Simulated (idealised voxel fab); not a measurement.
This is a process module. Its name is voxel self aligned vias.
Shown is cross-section cut, with a width of 270 nm and square cells of size 5 nm.
Heads up, the way a cross-section reads in here is a grid of square cells, handed over as bands from the top down, with every band being one or more rows of cells. A band entry consists of two parts. The first gives the height of the band's top and the height of its bottom, in nm. The rest lists the band's materials from left to right, each with its width in nm. A single material labelled with the word "throughout" fills the band from edge to edge, and the word "empty" marks empty space. Beneath 0, the wafer as received is one material, and that level is where height counting begins. The lowest band goes on downward without a bottom; it is written like "0 -> down". Top row gets the first number, bottom row gets the second, and each row in between changes by the same step: that is how a band width like "30->40" works. "no modifications" -> step changed no cross-section cell. Enclosed voids (no open way to top), threshold 8 cells or more, entry "Enclosed cavities", notation width x height at distance, distance from left edge, nm. If you see something after the settings on a step's line, that's the simulator's own remark about that step. What "overlay nm" on a step's line means: if the step has a mask, that mask lay this far to the right of its planned place, or, when the value is negative, to the left.

# The process steps that were planned are listed below
1: RECEIVE | material Si
2: CONFORMAL_DEP | material SiO2 | thk nm 10
3: CONFORMAL_DEP | material SiCN | thk nm 5
4: DIRECTIONAL_DEP | material lowk | thk nm 20
5: MASKED_ETCH | tone open | mask id LINES | width nm 20 | pitch nm 70 | etch materials lowk | depth nm 20 | overlay nm 0
6: CONFORMAL_DEP | material TiN | thk nm 5
7: FILL_DEP | material Ru | thk nm 10
8: CMP | height nm 35
9: SELECTIVE_ETCH | etch materials W Ru TiN | depth nm 5
10: FILL_DEP | material SiN | thk nm 5
11: CMP | height nm 35
12: DIRECTIONAL_DEP | material lowk | thk nm 20
13: DIRECTIONAL_DEP | material aC | thk nm 15
14: PATTERN | tone open | mask id VIAS | material resist | width nm 40 | pitch nm 70 | thk nm 30 | overlay nm 0
15: DIRECTIONAL_ETCH | etch materials aC | depth nm 15
16: STRIP | etch materials resist
17: DIRECTIONAL_ETCH | etch materials lowk | depth nm 20
18: DIRECTIONAL_ETCH | etch materials SiN | depth nm 5
19: STRIP | etch materials aC
20: CONFORMAL_DEP | material TiN | thk nm 5
21: FILL_DEP | material Ru | thk nm 10
22: CMP | height nm 55
23: CONFORMAL_DEP | material SiCN | thk nm 5

# The cross-section here shows the wafer as received, i.e. in its state after step 1
	0 -> down: Si throughout
	Enclosed cavities: none

# Wafer at module end, in section. Began as above, planned as above, run with one mistake
	75 -> 70: SiCN throughout
	70 -> 60: Ru throughout
	60 -> 55: TiN (85), Ru (30), TiN (40), Ru (30), TiN (85)
	55 -> 40: lowk (80), TiN (5), Ru (30), TiN (5), lowk (30), TiN (5), Ru (30), TiN (5), lowk (80)
	40 -> 35: lowk (80), TiN (15), Ru (10), TiN (15), lowk (30), TiN (15), Ru (10), TiN (15), lowk (80)
	35 -> 30: lowk (90), TiN (20), lowk (50), TiN (20), lowk (90)
	30 -> 20: lowk (90), TiN (5), Ru (10), TiN (5), lowk (50), TiN (5), Ru (10), TiN (5), lowk (90)
	20 -> 15: lowk (90), TiN (20), lowk (50), TiN (20), lowk (90)
	15 -> 10: SiCN throughout
	10 -> 0: SiO2 throughout
	0 -> down: Si throughout
	Enclosed cavities: none
Nonconformance to the process plan: yeah, step 22 of the plan got skipped, never ran
